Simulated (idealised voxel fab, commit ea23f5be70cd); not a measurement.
The following process module bears the name voxel self aligned contacts.
The cross-section shown here is cut; it is 180 nm wide and divided into square cells measuring 5 nm on a side.
Format of a cross-section: grid, square cells. Given as bands. Order: top down. Band: one or more rows of cells. Band: top height; bottom height; in nm. Then, left to right: material with width in nm, for each material. "edge to edge": a single material spanning edge to edge. "air": empty space. The level at which height equals 0 is the one under which the wafer, as it arrives, is entirely one material. No lower edge exists for the bottom band, which continues downward and is notated as in "0 down". So if you see something like "30->40" for the width, read it as the top row of the band sitting at the first number and the bottom row at the second, with every row in between moving by the same amount as the last. When a step is marked "no alterations made", none of the cells in the cross-section changed during that step. Listed in "Closed cavities": every empty space of 8 or more cells without an open way to the top. Form: width x height at distance, the distance being from the left edge, all in nm. Anything after a step's settings on that line? It's the simulator's own note about the step. A step line may carry the setting "overlay nm", which, for steps involving a mask, states the distance by which the mask lay to the right of its intended position; negative values denote displacement to the left.

### So here's the lineup of process steps we planned
| 1 | RECEIVE | material Si |
| 2 | CONFORMAL_DEP | material SiO2 | thk nm 5 |
| 3 | DIRECTIONAL_DEP | material polySi | thk nm 30 |
| 4 | DIRECTIONAL_DEP | material SiN | thk nm 25 |
| 5 | PATTERN | tone cover | mask id GATE | material resist | width nm 25 | pitch nm 65 | thk nm 15 | overlay nm 0 |
| 6 | DIRECTIONAL_ETCH | etch materials SiN | depth nm 25 |
| 7 | DIRECTIONAL_ETCH | etch materials polySi | depth nm 30 |
| 8 | STRIP | etch materials resist |
| 9 | CONFORMAL_DEP | material SiN | thk nm 10 |
| 10 | DIRECTIONAL_ETCH | etch materials SiN | depth nm 10 |
| 11 | FILL_DEP | material SiO2 | thk nm 10 |
| 12 | CMP | height nm 65 |
| 13 | PATTERN | tone open | mask id CONTACT | material resist | width nm 50 | thk nm 15 | overlay nm 0 |
| 14 | DIRECTIONAL_ETCH | etch materials SiO2 | depth nm 65 |
| 15 | STRIP | etch materials resist |
| 16 | CONFORMAL_DEP | material TiN | thk nm 5 |
| 17 | FILL_DEP | material W | thk nm 10 |
| 18 | CMP | height nm 65 |
| 19 | CONFORMAL_DEP | material SiN | thk nm 5 |

### Cross-sectional view of the wafer in its as-received condition, corresponding to the state after step 1
> 0 down  Si edge to edge
> Closed cavities: none

### a wafer at the end: this start, this plan, one mistake
> 70 to 65  SiN edge to edge
> 65 to 60  SiO2 75 | TiN 10 | W 10 | TiN 30 | SiO2 55
> 60 to 35  SiO2 35 | SiN 45 | TiN 5 | W 10 | TiN 5 | SiN 45 | SiO2 35
> 35 to 5  SiO2 35 | SiN 10 | polySi 25 | SiN 10 | TiN 5 | W 10 | TiN 5 | SiN 10 | polySi 25 | SiN 10 | SiO2 35
> 5 to 0  SiO2 80 | TiN 20 | SiO2 80
> 0 down  Si edge to edge
> Closed cavities: none
The plan and the run diverged here: heads up, step 13 didn't go per plan, it actually ran as PATTERN | tone open | mask id CONTACT | material resist | width nm 50 | thk nm 15 | overlay nm 10
